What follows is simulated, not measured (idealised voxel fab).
Module name: voxel double patterning (process module)
Pictured: cross-section cut, 180 nm wide, on a grid of 5 nm square cells.
How to read a cross-section here: the picture is a grid of square cells, written as bands going from the top down, and any band can span one or more rows of cells.
The entry gives the band's vertical extent as a top height and a bottom height in nm, then its horizontal make-up as materials from left to right, each with a width in nm. "empty" stands for empty space; a single material marked "full width" fills the band edge to edge.
The reference from which all heights are counted is 0, the level beneath which the as-received wafer is entirely one material; the lowest band, having no lower bound, proceeds downward and is written after the example "0 down".
Width "30 to 40": first value at the band's top row of cells, second value at its bottom row, equal change from row to row.
Step note "nothing altered" = no cross-section cell changed.
In "Closed voids list" the enclosed voids are listed, meaning empty spaces of 8 cells or larger without any opening to the top. The form is width x height at distance, distance from the left edge, units nm.
That trailing text on a step's line, after the settings, is the simulator's own remark on the step.
For masked steps, "overlay nm" on the step line gives how far right of plan the mask actually lay; a minus sign means it lay to the left.
Planned step list for the process
1) RECEIVE, material Si
2) CONFORMAL_DEP, material SiO2, thk nm 10
3) DIRECTIONAL_DEP, material W, thk nm 20
4) DIRECTIONAL_DEP, material SiN, thk nm 5
5) PATTERN, tone open, mask id FIRST, material resist, width nm 15, pitch nm 50, thk nm 15, overlay nm 0
6) DIRECTIONAL_ETCH, etch materials SiN, depth nm 5
7) STRIP, etch materials resist
8) DIRECTIONAL_DEP, material aC, thk nm 5
9) PATTERN, tone open, mask id SECOND, material resist, width nm 15, pitch nm 50, thk nm 30, overlay nm 0
10) DIRECTIONAL_ETCH, etch materials aC, depth nm 15
11) STRIP, etch materials resist
12) DIRECTIONAL_ETCH, etch materials SiN, depth nm 5
13) STRIP, etch materials aC
14) DIRECTIONAL_ETCH, etch materials W, depth nm 20
15) STRIP, etch materials SiN
Across this set of wafers, the varied parameter is the thk nm of step 8. Starting conditions are identical for every wafer, and the plan reports the value assigned to the first wafer.
Cross-section of the first of several wafers as received (after step 1)
	0 down | Si full width
	Closed voids list: none
First of several wafers: cross-section at the end of the module, after step 15, its last step
	30 to 10 | 30 W / 15 empty / 10 W / 15 empty / 10 W / 15 empty / 10 W / 15 empty / 10 W / 15 empty / 35 W
	10 to 0 | SiO2 full width
	0 down | Si full width
	Closed voids list: none
Cross-section of the final wafer among several, taken at the end of the module
	30 to 10 | 30 W / 15 empty / 35 W / 15 empty / 35 W / 15 empty / 35 W
	10 to 0 | SiO2 full width
	0 down | Si full width
	Closed voids list: none
Each row below is a wafer at the end of the module, listing for every material the number of cells it has gained (+) or lost (-) since it was received, followed by its closed voids
thk nm 5; +72 SiO2; +84 W; Closed voids list: none
thk nm 10; +72 SiO2; +84 W; Closed voids list: none
thk nm 15; +72 SiO2; +84 W; Closed voids list: none
thk nm 20; +72 SiO2; +108 W; Closed voids list: none
thk nm 25; +72 SiO2; +108 W; Closed voids list: none
thk nm 30; +72 SiO2; +108 W; Closed voids list: none
